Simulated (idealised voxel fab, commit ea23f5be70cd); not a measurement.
process module | voxel lift off
cross-section cut | 140 nm wide | cells 5 nm
A cross-section is a grid of square cells, given in bands from the top down. A band is one or more rows of cells.
Each band's line starts with the height of the band's top and of its bottom, in nm. Then come its materials from left to right, each with its width in nm. One material with "throughout" fills the band from edge to edge. "air" is empty space.
Height 0 is the level under which the wafer as received is all one material. The lowest band goes on downwards, as in "0 down".
A width such as "30 to 40" changes by the same amount from each row of cells to the next, from the band's top row to its bottom row.
"no change" after a step means that no cell of the cross-section changed.
closed voids: empty space of 8 cells or more with no open way to the top, each as width x height at its distance from the left edge, in nm
after a step's settings: what the simulator itself notes on the step
overlay nm, on a step with a mask: how far to the right of its planned place the mask lay; to the left if negative
plan
1 op RECEIVE | material Si
2 op CONFORMAL_DEP | material Al2O3 | thk nm 5
3 op PATTERN | tone open | mask id LINES | material resist | width nm 20 | pitch nm 45 | thk nm 20 | overlay nm 0
4 op DIRECTIONAL_DEP | material Ru | thk nm 5
5 op STRIP | etch materials resist
6 op CONFORMAL_DEP | material SiCN | thk nm 5
as received, after step 1
  0 down: Si throughout
  closed voids: none
first wafer at the end, as planned
  15 to 10: air 10 | SiCN 30 | air 15 | SiCN 30 | air 15 | SiCN 30 | air 10
  10 to 5: SiCN 15 | Ru 20 | SiCN 25 | Ru 20 | SiCN 25 | Ru 20 | SiCN 15
  5 to 0: Al2O3 throughout
  0 down: Si throughout
  closed voids: none
second wafer at the end: like start, like plan, one mistake
  15 to 10: air 15 | SiCN 25 | air 20 | SiCN 25 | air 20 | SiCN 25 | air 10
  10 to 5: SiCN 20 | Ru 15 | SiCN 30 | Ru 15 | SiCN 30 | Ru 15 | SiCN 15
  5 to 0: Al2O3 throughout
  0 down: Si throughout
  closed voids: none
what went wrong: step 3 ran as: op PATTERN | tone open | mask id LINES | material resist | width nm 15 | pitch nm 45 | thk nm 20 | overlay nm 0
at the end the second wafer has, in cells: 3 fewer of Ru
